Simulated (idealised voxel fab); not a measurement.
Process module, titled voxel transistor to metal
195 nm wide, 5 nm square cells: that's cross-section cut.
Bands, listed from the top down, are how a cross-section gets written in this document; the cross-section itself is a grid of square cells, and a band is one or more rows of them. In this notation a band is specified by the heights of its top and bottom, in that order and in nm, after which its materials appear from left to right, each paired with its width in nm. The word "everywhere" attached to a single material means that material fills the band from edge to edge; the word "blank" stands for empty space. For the purposes of this specification, 0 denotes the height below which the wafer in its as-received condition is composed wholly of one material, and the lowermost band, lacking a lower limit, extends downward without end, as expressed in "top 0, no bottom". Quick explanation for "30 to 40": the width changes in equal steps down the rows of cells, from the first number in the band's top row to the second number in its bottom row. Take "everything unchanged" at face value: in the step it is given for, the cross-section changed in none of its cells. "Trapped voids": empty spaces of 8 cells or more with no open way to the top, each given as width x height at distance, distance from the left edge, all in nm. Note: text after step settings on the step line = simulator remark on that step. The optional step-line setting "overlay nm" applies to steps with a mask and quantifies how far to the right of its planned location the mask lay, a negative value indicating leftward placement.

Here's what the planned process steps look like
1) RECEIVE (material Si)
2) OXIDIZE (depth nm 5)
3) CONFORMAL_DEP (material SiN; thk nm 15)
4) MASKED_ETCH (tone cover; mask id ACTIVE; width nm 100; etch materials SiN; depth nm 15; overlay nm 0)
5) MASKED_ETCH (tone cover; mask id ACTIVE; width nm 100; etch materials SiO2; depth nm 5; overlay nm 0)
6) MASKED_ETCH (tone cover; mask id ACTIVE; width nm 100; etch materials Si; depth nm 35; overlay nm 0)
7) OXIDIZE (depth nm 5)
8) FILL_DEP (material SiO2; thk nm 10)
9) CMP (height nm 15)
10) SELECTIVE_ETCH (etch materials SiO2; depth nm 5)
11) STRIP (etch materials SiN)
12) SELECTIVE_ETCH (etch materials SiO2; depth nm 5)
13) OXIDIZE (depth nm 5)
14) DIRECTIONAL_DEP (material polySi; thk nm 20)
15) DIRECTIONAL_DEP (material SiCN; thk nm 15)
16) PATTERN (tone cover; mask id GATE; material resist; width nm 20; thk nm 20; overlay nm 0)
17) DIRECTIONAL_ETCH (etch materials SiCN; depth nm 25)
18) DIRECTIONAL_ETCH (etch materials polySi; depth nm 30)
19) STRIP (etch materials resist)
20) CONFORMAL_DEP (material SiO2; thk nm 5)
21) DIRECTIONAL_ETCH (etch materials SiO2; depth nm 5)
22) CONFORMAL_DEP (material SiN; thk nm 10)
23) DIRECTIONAL_ETCH (etch materials SiN; depth nm 10)
24) DIRECTIONAL_ETCH (etch materials SiO2; depth nm 5)
25) EPI (material nSi; thk nm 5)
26) FILL_DEP (material SiO2; thk nm 5)
27) CMP (height nm 30)
28) DIRECTIONAL_DEP (material SiO2; thk nm 15)
29) MASKED_ETCH (tone open; mask id CONTACT; width nm 25; pitch nm 55; etch materials SiO2; depth nm 50; overlay nm 0)
30) CONFORMAL_DEP (material TiN; thk nm 5)
31) FILL_DEP (material W; thk nm 5)
32) CMP (height nm 45)
33) DIRECTIONAL_DEP (material TiN; thk nm 5)
34) DIRECTIONAL_DEP (material Ru; thk nm 15)
35) DIRECTIONAL_DEP (material aC; thk nm 10)
36) PATTERN (tone cover; mask id METAL_1; material resist; width nm 15; pitch nm 65; thk nm 30; overlay nm 0)
37) DIRECTIONAL_ETCH (etch materials aC; depth nm 10)
38) STRIP (etch materials resist)
39) DIRECTIONAL_ETCH (etch materials Ru; depth nm 15)
40) DIRECTIONAL_ETCH (etch materials TiN; depth nm 5)
41) STRIP (etch materials aC)
42) CONFORMAL_DEP (material SiCN; thk nm 5)
43) FILL_DEP (material lowk; thk nm 5)
44) CMP (height nm 65)
45) CONFORMAL_DEP (material SiN; thk nm 5)

First of two wafers, with the run carried out as planned

This is the cross-section of the wafer as we received it, i.e. after step 1
> top 0, no bottom = Si everywhere
> Trapped voids: none

Cross-section of the wafer subsequent to step 2
> top 0, bottom -5 = SiO2 everywhere
> Heights below -5 show no change.

Cross-section of the wafer subsequent to step 3
> top 15, bottom 0 = SiN everywhere
> Heights below 0 show no change.

Cross-section of the wafer subsequent to step 4
> top 15, bottom 0 = blank 45  SiN 100  blank 50
> Heights below 0 show no change.

Cross-section of the wafer subsequent to step 5
> top 15, bottom 0 = blank 45  SiN 100  blank 50
> top 0, bottom -5 = blank 45  SiO2 100  blank 50
> Heights below -5 show no change.

Cross-section of the wafer subsequent to step 6
> top 15, bottom 0 = blank 45  SiN 100  blank 50
> top 0, bottom -5 = blank 45  SiO2 100  blank 50
> top -5, bottom -40 = blank 45  Si 100  blank 50
> Heights below -40 show no change.

Cross-section of the wafer subsequent to step 7
> top 15, bottom 0 = blank 45  SiN 100  blank 50
> top 0, bottom -5 = blank 45  SiO2 100  blank 50
> top -5, bottom -40 = blank 45  SiO2 5  Si 90  SiO2 5  blank 50
> top -40, bottom -45 = SiO2 50  Si 90  SiO2 55
> Heights below -45 show no change.

Cross-section of the wafer subsequent to step 8
> top 25, bottom 15 = SiO2 everywhere
> top 15, bottom 0 = SiO2 45  SiN 100  SiO2 50
> top 0, bottom -5 = SiO2 everywhere
> top -5, bottom -45 = SiO2 50  Si 90  SiO2 55
> Heights below -45 show no change.

Cross-section of the wafer subsequent to step 9
> top 15, bottom 0 = SiO2 45  SiN 100  SiO2 50
> Heights below 0 show no change.

Cross-section of the wafer subsequent to step 10
> top 15, bottom 10 = blank 45  SiN 100  blank 50
> Heights below 10 show no change.

Cross-section of the wafer subsequent to step 11
> top 10, bottom 0 = SiO2 45  blank 100  SiO2 50
> Heights below 0 show no change.

Cross-section of the wafer subsequent to step 12
> top 5, bottom -5 = SiO2 40  blank 110  SiO2 45
> Heights below -5 show no change.

Cross-section of the wafer subsequent to step 13
> top 5, bottom -5 = SiO2 40  blank 110  SiO2 45
> top -5, bottom -10 = SiO2 everywhere
> Heights below -10 show no change.

Cross-section of the wafer subsequent to step 14
> top 25, bottom 15 = polySi 40  blank 110  polySi 45
> top 15, bottom 5 = polySi everywhere
> top 5, bottom -5 = SiO2 40  polySi 110  SiO2 45
> Heights below -5 show no change.

Cross-section of the wafer subsequent to step 15
> top 40, bottom 30 = SiCN 40  blank 110  SiCN 45
> top 30, bottom 25 = SiCN everywhere
> top 25, bottom 15 = polySi 40  SiCN 110  polySi 45
> Heights below 15 show no change.

Cross-section of the wafer subsequent to step 16
> top 60, bottom 40 = blank 85  resist 20  blank 90
> top 40, bottom 30 = SiCN 40  blank 45  resist 20  blank 45  SiCN 45
> Heights below 30 show no change.

Cross-section of the wafer subsequent to step 17
> top 60, bottom 30 = blank 85  resist 20  blank 90
> top 30, bottom 25 = blank 85  SiCN 20  blank 90
> top 25, bottom 15 = polySi 40  blank 45  SiCN 20  blank 45  polySi 45
> Heights below 15 show no change.

Cross-section of the wafer subsequent to step 18
> top 60, bottom 30 = blank 85  resist 20  blank 90
> top 30, bottom 15 = blank 85  SiCN 20  blank 90
> top 15, bottom 5 = blank 85  polySi 20  blank 90
> top 5, bottom -5 = SiO2 40  blank 45  polySi 20  blank 45  SiO2 45
> Heights below -5 show no change.

Cross-section of the wafer subsequent to step 19
> top 30, bottom 15 = blank 85  SiCN 20  blank 90
> Heights below 15 show no change.

Cross-section of the wafer subsequent to step 20
> top 35, bottom 30 = blank 80  SiO2 30  blank 85
> top 30, bottom 15 = blank 80  SiO2 5  SiCN 20  SiO2 5  blank 85
> top 15, bottom 10 = blank 80  SiO2 5  polySi 20  SiO2 5  blank 85
> top 10, bottom 0 = SiO2 45  blank 35  SiO2 5  polySi 20  SiO2 5  blank 35  SiO2 50
> top 0, bottom -5 = SiO2 85  polySi 20  SiO2 90
> Heights below -5 show no change.

Cross-section of the wafer subsequent to step 21
> top 30, bottom 15 = blank 80  SiO2 5  SiCN 20  SiO2 5  blank 85
> top 15, bottom 5 = blank 80  SiO2 5  polySi 20  SiO2 5  blank 85
> top 5, bottom -5 = SiO2 45  blank 35  SiO2 5  polySi 20  SiO2 5  blank 35  SiO2 50
> Heights below -5 show no change.

Cross-section of the wafer subsequent to step 22
> top 40, bottom 30 = blank 70  SiN 50  blank 75
> top 30, bottom 15 = blank 70  SiN 10  SiO2 5  SiCN 20  SiO2 5  SiN 10  blank 75
> top 15, bottom 5 = SiN 55  blank 15  SiN 10  SiO2 5  polySi 20  SiO2 5  SiN 10  blank 15  SiN 60
> top 5, bottom -5 = SiO2 45  SiN 35  SiO2 5  polySi 20  SiO2 5  SiN 35  SiO2 50
> Heights below -5 show no change.

Cross-section of the wafer subsequent to step 23
> top 30, bottom 15 = blank 70  SiN 10  SiO2 5  SiCN 20  SiO2 5  SiN 10  blank 75
> top 15, bottom 5 = blank 70  SiN 10  SiO2 5  polySi 20  SiO2 5  SiN 10  blank 75
> top 5, bottom -5 = SiO2 45  SiN 10  blank 15  SiN 10  SiO2 5  polySi 20  SiO2 5  SiN 10  blank 15  SiN 10  SiO2 50
> Heights below -5 show no change.

Cross-section of the wafer subsequent to step 24
> top 30, bottom 25 = blank 70  SiN 10  blank 5  SiCN 20  blank 5  SiN 10  blank 75
> top 25, bottom 15 = blank 70  SiN 10  SiO2 5  SiCN 20  SiO2 5  SiN 10  blank 75
> top 15, bottom 5 = blank 70  SiN 10  SiO2 5  polySi 20  SiO2 5  SiN 10  blank 75
> top 5, bottom 0 = blank 45  SiN 10  blank 15  SiN 10  SiO2 5  polySi 20  SiO2 5  SiN 10  blank 15  SiN 10  blank 50
> top 0, bottom -5 = SiO2 45  SiN 10  blank 15  SiN 10  SiO2 5  polySi 20  SiO2 5  SiN 10  blank 15  SiN 10  SiO2 50
> top -5, bottom -10 = SiO2 55  blank 15  SiO2 50  blank 15  SiO2 60
> Heights below -10 show no change.

Cross-section of the wafer subsequent to step 25
> top 30, bottom 25 = blank 70  SiN 10  blank 5  SiCN 20  blank 5  SiN 10  blank 75
> top 25, bottom 15 = blank 70  SiN 10  SiO2 5  SiCN 20  SiO2 5  SiN 10  blank 75
> top 15, bottom 5 = blank 70  SiN 10  SiO2 5  polySi 20  SiO2 5  SiN 10  blank 75
> top 5, bottom 0 = blank 45  SiN 10  blank 15  SiN 10  SiO2 5  polySi 20  SiO2 5  SiN 10  blank 15  SiN 10  blank 50
> top 0, bottom -5 = SiO2 45  SiN 10  blank 15  SiN 10  SiO2 5  polySi 20  SiO2 5  SiN 10  blank 15  SiN 10  SiO2 50
> top -5, bottom -10 = SiO2 55  nSi 15  SiO2 50  nSi 15  SiO2 60
> Heights below -10 show no change.

Cross-section of the wafer subsequent to step 26
> top 35, bottom 30 = SiO2 everywhere
> top 30, bottom 15 = SiO2 70  SiN 10  SiO2 5  SiCN 20  SiO2 5  SiN 10  SiO2 75
> top 15, bottom 5 = SiO2 70  SiN 10  SiO2 5  polySi 20  SiO2 5  SiN 10  SiO2 75
> top 5, bottom -5 = SiO2 45  SiN 10  SiO2 15  SiN 10  SiO2 5  polySi 20  SiO2 5  SiN 10  SiO2 15  SiN 10  SiO2 50
> Heights below -5 show no change.

Cross-section of the wafer subsequent to step 27
> top 30, bottom 15 = SiO2 70  SiN 10  SiO2 5  SiCN 20  SiO2 5  SiN 10  SiO2 75
> Heights below 15 show no change.

Cross-section of the wafer subsequent to step 28
> top 45, bottom 30 = SiO2 everywhere
> Heights below 30 show no change.

Cross-section of the wafer subsequent to step 29
> top 45, bottom 30 = SiO2 55  blank 25  SiO2 30  blank 25  SiO2 60
> top 30, bottom 15 = SiO2 55  blank 15  SiN 10  SiO2 5  SiCN 20  SiO2 5  SiN 10  blank 15  SiO2 60
> top 15, bottom 5 = SiO2 55  blank 15  SiN 10  SiO2 5  polySi 20  SiO2 5  SiN 10  blank 15  SiO2 60
> top 5, bottom -5 = SiO2 45  SiN 10  blank 15  SiN 10  SiO2 5  polySi 20  SiO2 5  SiN 10  blank 15  SiN 10  SiO2 50
> Heights below -5 show no change.

Cross-section of the wafer subsequent to step 30
> top 50, bottom 45 = TiN 60  blank 15  TiN 40  blank 15  TiN 65
> top 45, bottom 35 = SiO2 55  TiN 5  blank 15  TiN 5  SiO2 30  TiN 5  blank 15  TiN 5  SiO2 60
> top 35, bottom 30 = SiO2 55  TiN 5  blank 5  TiN 15  SiO2 30  TiN 15  blank 5  TiN 5  SiO2 60
> top 30, bottom 15 = SiO2 55  TiN 5  blank 5  TiN 5  SiN 10  SiO2 5  SiCN 20  SiO2 5  SiN 10  TiN 5  blank 5  TiN 5  SiO2 60
> top 15, bottom 5 = SiO2 55  TiN 5  blank 5  TiN 5  SiN 10  SiO2 5  polySi 20  SiO2 5  SiN 10  TiN 5  blank 5  TiN 5  SiO2 60
> top 5, bottom 0 = SiO2 45  SiN 10  TiN 5  blank 5  TiN 5  SiN 10  SiO2 5  polySi 20  SiO2 5  SiN 10  TiN 5  blank 5  TiN 5  SiN 10  SiO2 50
> top 0, bottom -5 = SiO2 45  SiN 10  TiN 15  SiN 10  SiO2 5  polySi 20  SiO2 5  SiN 10  TiN 15  SiN 10  SiO2 50
> Heights below -5 show no change.

Cross-section of the wafer subsequent to step 31
> top 55, bottom 50 = W everywhere
> top 50, bottom 45 = TiN 60  W 15  TiN 40  W 15  TiN 65
> top 45, bottom 35 = SiO2 55  TiN 5  W 15  TiN 5  SiO2 30  TiN 5  W 15  TiN 5  SiO2 60
> top 35, bottom 30 = SiO2 55  TiN 5  W 5  TiN 15  SiO2 30  TiN 15  W 5  TiN 5  SiO2 60
> top 30, bottom 15 = SiO2 55  TiN 5  W 5  TiN 5  SiN 10  SiO2 5  SiCN 20  SiO2 5  SiN 10  TiN 5  W 5  TiN 5  SiO2 60
> top 15, bottom 5 = SiO2 55  TiN 5  W 5  TiN 5  SiN 10  SiO2 5  polySi 20  SiO2 5  SiN 10  TiN 5  W 5  TiN 5  SiO2 60
> top 5, bottom 0 = SiO2 45  SiN 10  TiN 5  W 5  TiN 5  SiN 10  SiO2 5  polySi 20  SiO2 5  SiN 10  TiN 5  W 5  TiN 5  SiN 10  SiO2 50
> Heights below 0 show no change.

Cross-section of the wafer subsequent to step 32
> top 45, bottom 35 = SiO2 55  TiN 5  W 15  TiN 5  SiO2 30  TiN 5  W 15  TiN 5  SiO2 60
> Heights below 35 show no change.

Cross-section of the wafer subsequent to step 33
> top 50, bottom 45 = TiN everywhere
> Heights below 45 show no change.

Cross-section of the wafer subsequent to step 34
> top 65, bottom 50 = Ru everywhere
> Heights below 50 show no change.

Cross-section of the wafer subsequent to step 35
> top 75, bottom 65 = aC everywhere
> Heights below 65 show no change.

Cross-section of the wafer subsequent to step 36
> top 105, bottom 75 = blank 55  resist 15  blank 50  resist 15  blank 60
> Heights below 75 show no change.

Cross-section of the wafer subsequent to step 37
> top 95, bottom 75 = blank 55  resist 15  blank 50  resist 15  blank 60
> top 75, bottom 65 = blank 55  aC 15  blank 50  aC 15  blank 60
> Heights below 65 show no change.

Cross-section of the wafer subsequent to step 38
> top 75, bottom 65 = blank 55  aC 15  blank 50  aC 15  blank 60
> Heights below 65 show no change.

Cross-section of the wafer subsequent to step 39
> top 75, bottom 65 = blank 55  aC 15  blank 50  aC 15  blank 60
> top 65, bottom 50 = blank 55  Ru 15  blank 50  Ru 15  blank 60
> Heights below 50 show no change.

Cross-section of the wafer subsequent to step 40
> top 75, bottom 65 = blank 55  aC 15  blank 50  aC 15  blank 60
> top 65, bottom 50 = blank 55  Ru 15  blank 50  Ru 15  blank 60
> top 50, bottom 45 = blank 55  TiN 15  blank 50  TiN 15  blank 60
> Heights below 45 show no change.

Cross-section of the wafer subsequent to step 41
> top 65, bottom 50 = blank 55  Ru 15  blank 50  Ru 15  blank 60
> Heights below 50 show no change.

Cross-section of the wafer subsequent to step 42
> top 70, bottom 65 = blank 50  SiCN 25  blank 40  SiCN 25  blank 55
> top 65, bottom 50 = blank 50  SiCN 5  Ru 15  SiCN 5  blank 40  SiCN 5  Ru 15  SiCN 5  blank 55
> top 50, bottom 45 = SiCN 55  TiN 15  SiCN 50  TiN 15  SiCN 60
> Heights below 45 show no change.

Cross-section of the wafer subsequent to step 43
> top 75, bottom 70 = lowk everywhere
> top 70, bottom 65 = lowk 50  SiCN 25  lowk 40  SiCN 25  lowk 55
> top 65, bottom 50 = lowk 50  SiCN 5  Ru 15  SiCN 5  lowk 40  SiCN 5  Ru 15  SiCN 5  lowk 55
> Heights below 50 show no change.

Cross-section of the wafer subsequent to step 44
> top 65, bottom 50 = lowk 50  SiCN 5  Ru 15  SiCN 5  lowk 40  SiCN 5  Ru 15  SiCN 5  lowk 55
> Heights below 50 show no change.

Cross-section of the wafer subsequent to step 45
> top 70, bottom 65 = SiN everywhere
> Heights below 65 show no change.

Second wafer: like start, like plan, one mistake. Through step 3 it matches the first wafer

Cross-section, second wafer, at the end time the plan gives for step 4
> top 15, bottom 0 = blank 40  SiN 110  blank 45
> Heights below 0 show no change.

Cross-section, second wafer, at the end time the plan gives for step 5
> top 15, bottom 0 = blank 40  SiN 110  blank 45
> top 0, bottom -5 = blank 40  SiO2 110  blank 45
> Heights below -5 show no change.

Cross-section, second wafer, at the end time the plan gives for step 6
> top 15, bottom 0 = blank 40  SiN 110  blank 45
> top 0, bottom -5 = blank 40  SiO2 110  blank 45
> top -5, bottom -40 = blank 40  Si 110  blank 45
> Heights below -40 show no change.

Cross-section, second wafer, at the end time the plan gives for step 7
> top 15, bottom 0 = blank 40  SiN 110  blank 45
> top 0, bottom -5 = blank 40  SiO2 110  blank 45
> top -5, bottom -40 = blank 40  SiO2 5  Si 100  SiO2 5  blank 45
> top -40, bottom -45 = SiO2 45  Si 100  SiO2 50
> Heights below -45 show no change.

Cross-section, second wafer, at the end time the plan gives for step 8
> top 25, bottom 15 = SiO2 everywhere
> top 15, bottom 0 = SiO2 40  SiN 110  SiO2 45
> top 0, bottom -5 = SiO2 everywhere
> top -5, bottom -45 = SiO2 45  Si 100  SiO2 50
> Heights below -45 show no change.

Cross-section, second wafer, at the end time the plan gives for step 9
> top 15, bottom 0 = SiO2 40  SiN 110  SiO2 45
> Heights below 0 show no change.

Cross-section, second wafer, at the end time the plan gives for step 10
> top 15, bottom 10 = blank 40  SiN 110  blank 45
> Heights below 10 show no change.

Cross-section, second wafer, at the end time the plan gives for step 11
> top 10, bottom 0 = SiO2 40  blank 110  SiO2 45
> Heights below 0 show no change.

Cross-section, second wafer, at the end time the plan gives for step 12
> top 5, bottom -5 = SiO2 35  blank 120  SiO2 40
> Heights below -5 show no change.

Cross-section, second wafer, at the end time the plan gives for step 13
> top 5, bottom -5 = SiO2 35  blank 120  SiO2 40
> top -5, bottom -10 = SiO2 everywhere
> Heights below -10 show no change.

Cross-section, second wafer, at the end time the plan gives for step 14
> top 25, bottom 15 = polySi 35  blank 120  polySi 40
> top 15, bottom 5 = polySi everywhere
> top 5, bottom -5 = SiO2 35  polySi 120  SiO2 40
> Heights below -5 show no change.

Cross-section, second wafer, at the end time the plan gives for step 15
> top 40, bottom 30 = SiCN 35  blank 120  SiCN 40
> top 30, bottom 25 = SiCN everywhere
> top 25, bottom 15 = polySi 35  SiCN 120  polySi 40
> Heights below 15 show no change.

Cross-section, second wafer, at the end time the plan gives for step 16
> top 60, bottom 40 = blank 85  resist 20  blank 90
> top 40, bottom 30 = SiCN 35  blank 50  resist 20  blank 50  SiCN 40
> Heights below 30 show no change.

Cross-section, second wafer, at the end time the plan gives for step 17
> top 60, bottom 30 = blank 85  resist 20  blank 90
> top 30, bottom 25 = blank 85  SiCN 20  blank 90
> top 25, bottom 15 = polySi 35  blank 50  SiCN 20  blank 50  polySi 40
> Heights below 15 show no change.

Cross-section, second wafer, at the end time the plan gives for step 18
> top 60, bottom 30 = blank 85  resist 20  blank 90
> top 30, bottom 15 = blank 85  SiCN 20  blank 90
> top 15, bottom 5 = blank 85  polySi 20  blank 90
> top 5, bottom -5 = SiO2 35  blank 50  polySi 20  blank 50  SiO2 40
> Heights below -5 show no change.

Cross-section, second wafer, at the end time the plan gives for step 19
> top 30, bottom 15 = blank 85  SiCN 20  blank 90
> Heights below 15 show no change.

Cross-section, second wafer, at the end time the plan gives for step 20
> top 35, bottom 30 = blank 80  SiO2 30  blank 85
> top 30, bottom 15 = blank 80  SiO2 5  SiCN 20  SiO2 5  blank 85
> top 15, bottom 10 = blank 80  SiO2 5  polySi 20  SiO2 5  blank 85
> top 10, bottom 0 = SiO2 40  blank 40  SiO2 5  polySi 20  SiO2 5  blank 40  SiO2 45
> top 0, bottom -5 = SiO2 85  polySi 20  SiO2 90
> Heights below -5 show no change.

Cross-section, second wafer, at the end time the plan gives for step 21
> top 30, bottom 15 = blank 80  SiO2 5  SiCN 20  SiO2 5  blank 85
> top 15, bottom 5 = blank 80  SiO2 5  polySi 20  SiO2 5  blank 85
> top 5, bottom -5 = SiO2 40  blank 40  SiO2 5  polySi 20  SiO2 5  blank 40  SiO2 45
> Heights below -5 show no change.

Cross-section, second wafer, at the end time the plan gives for step 22
> top 40, bottom 30 = blank 70  SiN 50  blank 75
> top 30, bottom 15 = blank 70  SiN 10  SiO2 5  SiCN 20  SiO2 5  SiN 10  blank 75
> top 15, bottom 5 = SiN 50  blank 20  SiN 10  SiO2 5  polySi 20  SiO2 5  SiN 10  blank 20  SiN 55
> top 5, bottom -5 = SiO2 40  SiN 40  SiO2 5  polySi 20  SiO2 5  SiN 40  SiO2 45
> Heights below -5 show no change.

Cross-section, second wafer, at the end time the plan gives for step 23
> top 30, bottom 15 = blank 70  SiN 10  SiO2 5  SiCN 20  SiO2 5  SiN 10  blank 75
> top 15, bottom 5 = blank 70  SiN 10  SiO2 5  polySi 20  SiO2 5  SiN 10  blank 75
> top 5, bottom -5 = SiO2 40  SiN 10  blank 20  SiN 10  SiO2 5  polySi 20  SiO2 5  SiN 10  blank 20  SiN 10  SiO2 45
> Heights below -5 show no change.

Cross-section, second wafer, at the end time the plan gives for step 24
> top 30, bottom 25 = blank 70  SiN 10  blank 5  SiCN 20  blank 5  SiN 10  blank 75
> top 25, bottom 15 = blank 70  SiN 10  SiO2 5  SiCN 20  SiO2 5  SiN 10  blank 75
> top 15, bottom 5 = blank 70  SiN 10  SiO2 5  polySi 20  SiO2 5  SiN 10  blank 75
> top 5, bottom 0 = blank 40  SiN 10  blank 20  SiN 10  SiO2 5  polySi 20  SiO2 5  SiN 10  blank 20  SiN 10  blank 45
> top 0, bottom -5 = SiO2 40  SiN 10  blank 20  SiN 10  SiO2 5  polySi 20  SiO2 5  SiN 10  blank 20  SiN 10  SiO2 45
> top -5, bottom -10 = SiO2 50  blank 20  SiO2 50  blank 20  SiO2 55
> Heights below -10 show no change.

Cross-section, second wafer, at the end time the plan gives for step 25
> top 30, bottom 25 = blank 70  SiN 10  blank 5  SiCN 20  blank 5  SiN 10  blank 75
> top 25, bottom 15 = blank 70  SiN 10  SiO2 5  SiCN 20  SiO2 5  SiN 10  blank 75
> top 15, bottom 5 = blank 70  SiN 10  SiO2 5  polySi 20  SiO2 5  SiN 10  blank 75
> top 5, bottom 0 = blank 40  SiN 10  blank 20  SiN 10  SiO2 5  polySi 20  SiO2 5  SiN 10  blank 20  SiN 10  blank 45
> top 0, bottom -5 = SiO2 40  SiN 10  blank 20  SiN 10  SiO2 5  polySi 20  SiO2 5  SiN 10  blank 20  SiN 10  SiO2 45
> top -5, bottom -10 = SiO2 50  nSi 20  SiO2 50  nSi 20  SiO2 55
> Heights below -10 show no change.

Cross-section, second wafer, at the end time the plan gives for step 26
> top 35, bottom 30 = SiO2 everywhere
> top 30, bottom 15 = SiO2 70  SiN 10  SiO2 5  SiCN 20  SiO2 5  SiN 10  SiO2 75
> top 15, bottom 5 = SiO2 70  SiN 10  SiO2 5  polySi 20  SiO2 5  SiN 10  SiO2 75
> top 5, bottom -5 = SiO2 40  SiN 10  SiO2 20  SiN 10  SiO2 5  polySi 20  SiO2 5  SiN 10  SiO2 20  SiN 10  SiO2 45
> Heights below -5 show no change.

Cross-section, second wafer, at the end time the plan gives for step 27
> top 30, bottom 15 = SiO2 70  SiN 10  SiO2 5  SiCN 20  SiO2 5  SiN 10  SiO2 75
> Heights below 15 show no change.

Cross-section, second wafer, at the end time the plan gives for step 28
> top 45, bottom 30 = SiO2 everywhere
> Heights below 30 show no change.

Cross-section, second wafer, at the end time the plan gives for step 29
> top 45, bottom 30 = SiO2 55  blank 25  SiO2 30  blank 25  SiO2 60
> top 30, bottom 15 = SiO2 55  blank 15  SiN 10  SiO2 5  SiCN 20  SiO2 5  SiN 10  blank 15  SiO2 60
> top 15, bottom 5 = SiO2 55  blank 15  SiN 10  SiO2 5  polySi 20  SiO2 5  SiN 10  blank 15  SiO2 60
> top 5, bottom -5 = SiO2 40  SiN 10  SiO2 5  blank 15  SiN 10  SiO2 5  polySi 20  SiO2 5  SiN 10  blank 15  SiO2 5  SiN 10  SiO2 45
> Heights below -5 show no change.

Cross-section, second wafer, at the end time the plan gives for step 30
> top 50, bottom 45 = TiN 60  blank 15  TiN 40  blank 15  TiN 65
> top 45, bottom 35 = SiO2 55  TiN 5  blank 15  TiN 5  SiO2 30  TiN 5  blank 15  TiN 5  SiO2 60
> top 35, bottom 30 = SiO2 55  TiN 5  blank 5  TiN 15  SiO2 30  TiN 15  blank 5  TiN 5  SiO2 60
> top 30, bottom 15 = SiO2 55  TiN 5  blank 5  TiN 5  SiN 10  SiO2 5  SiCN 20  SiO2 5  SiN 10  TiN 5  blank 5  TiN 5  SiO2 60
> top 15, bottom 5 = SiO2 55  TiN 5  blank 5  TiN 5  SiN 10  SiO2 5  polySi 20  SiO2 5  SiN 10  TiN 5  blank 5  TiN 5  SiO2 60
> top 5, bottom 0 = SiO2 40  SiN 10  SiO2 5  TiN 5  blank 5  TiN 5  SiN 10  SiO2 5  polySi 20  SiO2 5  SiN 10  TiN 5  blank 5  TiN 5  SiO2 5  SiN 10  SiO2 45
> top 0, bottom -5 = SiO2 40  SiN 10  SiO2 5  TiN 15  SiN 10  SiO2 5  polySi 20  SiO2 5  SiN 10  TiN 15  SiO2 5  SiN 10  SiO2 45
> Heights below -5 show no change.

Cross-section, second wafer, at the end time the plan gives for step 31
> top 55, bottom 50 = W everywhere
> top 50, bottom 45 = TiN 60  W 15  TiN 40  W 15  TiN 65
> top 45, bottom 35 = SiO2 55  TiN 5  W 15  TiN 5  SiO2 30  TiN 5  W 15  TiN 5  SiO2 60
> top 35, bottom 30 = SiO2 55  TiN 5  W 5  TiN 15  SiO2 30  TiN 15  W 5  TiN 5  SiO2 60
> top 30, bottom 15 = SiO2 55  TiN 5  W 5  TiN 5  SiN 10  SiO2 5  SiCN 20  SiO2 5  SiN 10  TiN 5  W 5  TiN 5  SiO2 60
> top 15, bottom 5 = SiO2 55  TiN 5  W 5  TiN 5  SiN 10  SiO2 5  polySi 20  SiO2 5  SiN 10  TiN 5  W 5  TiN 5  SiO2 60
> top 5, bottom 0 = SiO2 40  SiN 10  SiO2 5  TiN 5  W 5  TiN 5  SiN 10  SiO2 5  polySi 20  SiO2 5  SiN 10  TiN 5  W 5  TiN 5  SiO2 5  SiN 10  SiO2 45
> Heights below 0 show no change.

Cross-section, second wafer, at the end time the plan gives for step 32
> top 45, bottom 35 = SiO2 55  TiN 5  W 15  TiN 5  SiO2 30  TiN 5  W 15  TiN 5  SiO2 60
> Heights below 35 show no change.

Cross-section, second wafer, at the end time the plan gives for step 33
> top 50, bottom 45 = TiN everywhere
> Heights below 45 show no change.

Cross-section, second wafer, at the end time the plan gives for step 34
> top 65, bottom 50 = Ru everywhere
> Heights below 50 show no change.

Cross-section, second wafer, at the end time the plan gives for step 35
> top 75, bottom 65 = aC everywhere
> Heights below 65 show no change.

Cross-section, second wafer, at the end time the plan gives for step 36
> top 105, bottom 75 = blank 55  resist 15  blank 50  resist 15  blank 60
> Heights below 75 show no change.

Cross-section, second wafer, at the end time the plan gives for step 37
> top 95, bottom 75 = blank 55  resist 15  blank 50  resist 15  blank 60
> top 75, bottom 65 = blank 55  aC 15  blank 50  aC 15  blank 60
> Heights below 65 show no change.

Cross-section, second wafer, at the end time the plan gives for step 38
> top 75, bottom 65 = blank 55  aC 15  blank 50  aC 15  blank 60
> Heights below 65 show no change.

Cross-section, second wafer, at the end time the plan gives for step 39
> top 75, bottom 65 = blank 55  aC 15  blank 50  aC 15  blank 60
> top 65, bottom 50 = blank 55  Ru 15  blank 50  Ru 15  blank 60
> Heights below 50 show no change.

Cross-section, second wafer, at the end time the plan gives for step 40
> top 75, bottom 65 = blank 55  aC 15  blank 50  aC 15  blank 60
> top 65, bottom 50 = blank 55  Ru 15  blank 50  Ru 15  blank 60
> top 50, bottom 45 = blank 55  TiN 15  blank 50  TiN 15  blank 60
> Heights below 45 show no change.

Cross-section, second wafer, at the end time the plan gives for step 41
> top 65, bottom 50 = blank 55  Ru 15  blank 50  Ru 15  blank 60
> Heights below 50 show no change.

Cross-section, second wafer, at the end time the plan gives for step 42
> top 70, bottom 65 = blank 50  SiCN 25  blank 40  SiCN 25  blank 55
> top 65, bottom 50 = blank 50  SiCN 5  Ru 15  SiCN 5  blank 40  SiCN 5  Ru 15  SiCN 5  blank 55
> top 50, bottom 45 = SiCN 55  TiN 15  SiCN 50  TiN 15  SiCN 60
> Heights below 45 show no change.

Cross-section, second wafer, at the end time the plan gives for step 43
> top 75, bottom 70 = lowk everywhere
> top 70, bottom 65 = lowk 50  SiCN 25  lowk 40  SiCN 25  lowk 55
> top 65, bottom 50 = lowk 50  SiCN 5  Ru 15  SiCN 5  lowk 40  SiCN 5  Ru 15  SiCN 5  lowk 55
> Heights below 50 show no change.

Cross-section, second wafer, at the end time the plan gives for step 44
> top 65, bottom 50 = lowk 50  SiCN 5  Ru 15  SiCN 5  lowk 40  SiCN 5  Ru 15  SiCN 5  lowk 55
> Heights below 50 show no change.

Cross-section, second wafer, at the end time the plan gives for step 45
> top 70, bottom 65 = SiN everywhere
> Heights below 65 show no change.
Nonconformance to the process plan: step 4 went in with a setting other than planned; the actual run was MASKED_ETCH (tone cover; mask id ACTIVE; width nm 110; etch materials SiN; depth nm 15; overlay nm 0)
In the final state, the cell counts of the second wafer exceed or fall short of those of the first for the following materials: Si: 14 more, SiO2: 16 fewer, nSi: 2 more
